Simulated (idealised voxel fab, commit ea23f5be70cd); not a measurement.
Name of the process module below: voxel tone inversion
cross-section cut | 260 nm wide | cells 5 nm
When this document writes out a cross-section, it uses a grid of square cells and lists it as bands, beginning at the top and moving down, with a band standing for one or more rows of cells. Read a band's entry like this: the first values are the height of its top and the height of its bottom in nm, and what follows is the sequence of materials from left to right, each with its width in nm. Note that "air" is empty space, and that a single material marked "everywhere" reaches across the band from edge to edge. Heights are measured from 0, the level below which the as-received wafer is all one material; the lowest band has no bottom and continues downward, written as in "top 0, no bottom". Read "30 to 40" as a graded width: first number on top, second number at the bottom, same change between each pair of neighbouring rows. The cross-section has no changed cell in any step marked "stayed the same". "Fully sealed voids": sealed empty spaces, 8 cells or more, no open way to top, listed width x height at distance, with distance from the left edge and width, height and distance in nm. after a step's settings: what the simulator itself notes on the step. overlay nm: on a step with a mask, how far right of its planned place the mask lay; negative means left.
THIS SECTION LISTS THE PROCESS STEPS THAT WERE PLANNED
1: RECEIVE [material Si]
2: CONFORMAL_DEP [material SiCN] [thk nm 10]
3: DIRECTIONAL_DEP [material polySi] [thk nm 25]
4: PATTERN [tone cover] [mask id POSTS] [material resist] [width nm 20] [pitch nm 45] [thk nm 30] [overlay nm 0]
5: DIRECTIONAL_ETCH [etch materials polySi] [depth nm 25]
6: STRIP [etch materials resist]
7: FILL_DEP [material lowk] [thk nm 10]
8: CMP [height nm 35]
9: STRIP [etch materials polySi]
FIRST WAFER, TWO IN TOTAL, RUN AS PLANNED
THIS IS THE CROSS-SECTION OF THE WAFER AS WE RECEIVED IT, I.E. AFTER STEP 1
* top 0, no bottom  Si everywhere
* Fully sealed voids: none
HOW THE WAFER STANDS IN SECTION AFTER STEP 2
* top 10, bottom 0  SiCN everywhere
* Below a height of 0, the structure has not been altered.
HOW THE WAFER STANDS IN SECTION AFTER STEP 3
* top 35, bottom 10  polySi everywhere
* Below a height of 10, the structure has not been altered.
HOW THE WAFER STANDS IN SECTION AFTER STEP 4
* top 65, bottom 35  air=50, then resist=20, then air=25, then resist=20, then air=25, then resist=20, then air=25, then resist=20, then air=55
* Below a height of 35, the structure has not been altered.
HOW THE WAFER STANDS IN SECTION AFTER STEP 5
* top 65, bottom 35  air=50, then resist=20, then air=25, then resist=20, then air=25, then resist=20, then air=25, then resist=20, then air=55
* top 35, bottom 10  air=50, then polySi=20, then air=25, then polySi=20, then air=25, then polySi=20, then air=25, then polySi=20, then air=55
* Below a height of 10, the structure has not been altered.
HOW THE WAFER STANDS IN SECTION AFTER STEP 6
* top 35, bottom 10  air=50, then polySi=20, then air=25, then polySi=20, then air=25, then polySi=20, then air=25, then polySi=20, then air=55
* Below a height of 10, the structure has not been altered.
HOW THE WAFER STANDS IN SECTION AFTER STEP 7
* top 45, bottom 35  lowk everywhere
* top 35, bottom 10  lowk=50, then polySi=20, then lowk=25, then polySi=20, then lowk=25, then polySi=20, then lowk=25, then polySi=20, then lowk=55
* Below a height of 10, the structure has not been altered.
HOW THE WAFER STANDS IN SECTION AFTER STEP 8
* top 35, bottom 10  lowk=50, then polySi=20, then lowk=25, then polySi=20, then lowk=25, then polySi=20, then lowk=25, then polySi=20, then lowk=55
* Below a height of 10, the structure has not been altered.
HOW THE WAFER STANDS IN SECTION AFTER STEP 9
* top 35, bottom 10  lowk=50, then air=20, then lowk=25, then air=20, then lowk=25, then air=20, then lowk=25, then air=20, then lowk=55
* Below a height of 10, the structure has not been altered.
OKAY, SECOND WAFER. NOTHING DIFFERENT AT THE START, NOTHING DIFFERENT IN THE PLAN, JUST ONE MISTAKE SOMEWHERE IN THE RUNNING. AS FAR AS STEP 1, COUNTING THAT STEP, IT'S THE FIRST WAFER ALL OVER AGAIN
CROSS-SECTION OF THE SECOND WAFER AT THE TIME BY WHICH STEP 2 SHOULD HAVE BEEN COMPLETED ACCORDING TO THE PLAN
* top 15, bottom 0  SiCN everywhere
* Below a height of 0, the structure has not been altered.
CROSS-SECTION OF THE SECOND WAFER AT THE TIME BY WHICH STEP 3 SHOULD HAVE BEEN COMPLETED ACCORDING TO THE PLAN
* top 40, bottom 15  polySi everywhere
* Below a height of 15, the structure has not been altered.
CROSS-SECTION OF THE SECOND WAFER AT THE TIME BY WHICH STEP 4 SHOULD HAVE BEEN COMPLETED ACCORDING TO THE PLAN
* top 70, bottom 40  air=50, then resist=20, then air=25, then resist=20, then air=25, then resist=20, then air=25, then resist=20, then air=55
* Below a height of 40, the structure has not been altered.
CROSS-SECTION OF THE SECOND WAFER AT THE TIME BY WHICH STEP 5 SHOULD HAVE BEEN COMPLETED ACCORDING TO THE PLAN
* top 70, bottom 40  air=50, then resist=20, then air=25, then resist=20, then air=25, then resist=20, then air=25, then resist=20, then air=55
* top 40, bottom 15  air=50, then polySi=20, then air=25, then polySi=20, then air=25, then polySi=20, then air=25, then polySi=20, then air=55
* Below a height of 15, the structure has not been altered.
CROSS-SECTION OF THE SECOND WAFER AT THE TIME BY WHICH STEP 6 SHOULD HAVE BEEN COMPLETED ACCORDING TO THE PLAN
* top 40, bottom 15  air=50, then polySi=20, then air=25, then polySi=20, then air=25, then polySi=20, then air=25, then polySi=20, then air=55
* Below a height of 15, the structure has not been altered.
CROSS-SECTION OF THE SECOND WAFER AT THE TIME BY WHICH STEP 7 SHOULD HAVE BEEN COMPLETED ACCORDING TO THE PLAN
* top 50, bottom 40  lowk everywhere
* top 40, bottom 15  lowk=50, then polySi=20, then lowk=25, then polySi=20, then lowk=25, then polySi=20, then lowk=25, then polySi=20, then lowk=55
* Below a height of 15, the structure has not been altered.
CROSS-SECTION OF THE SECOND WAFER AT THE TIME BY WHICH STEP 8 SHOULD HAVE BEEN COMPLETED ACCORDING TO THE PLAN
* top 35, bottom 15  lowk=50, then polySi=20, then lowk=25, then polySi=20, then lowk=25, then polySi=20, then lowk=25, then polySi=20, then lowk=55
* Below a height of 15, the structure has not been altered.
CROSS-SECTION OF THE SECOND WAFER AT THE TIME BY WHICH STEP 9 SHOULD HAVE BEEN COMPLETED ACCORDING TO THE PLAN
* top 35, bottom 15  lowk=50, then air=20, then lowk=25, then air=20, then lowk=25, then air=20, then lowk=25, then air=20, then lowk=55
* Below a height of 15, the structure has not been altered.
So what did we get wrong on this run? step 2 did not use the planned setting and instead ran as CONFORMAL_DEP [material SiCN] [thk nm 15]
Final cells, second wafer relative to first, materials higher or lower: 52 more of SiCN, 36 fewer of lowk
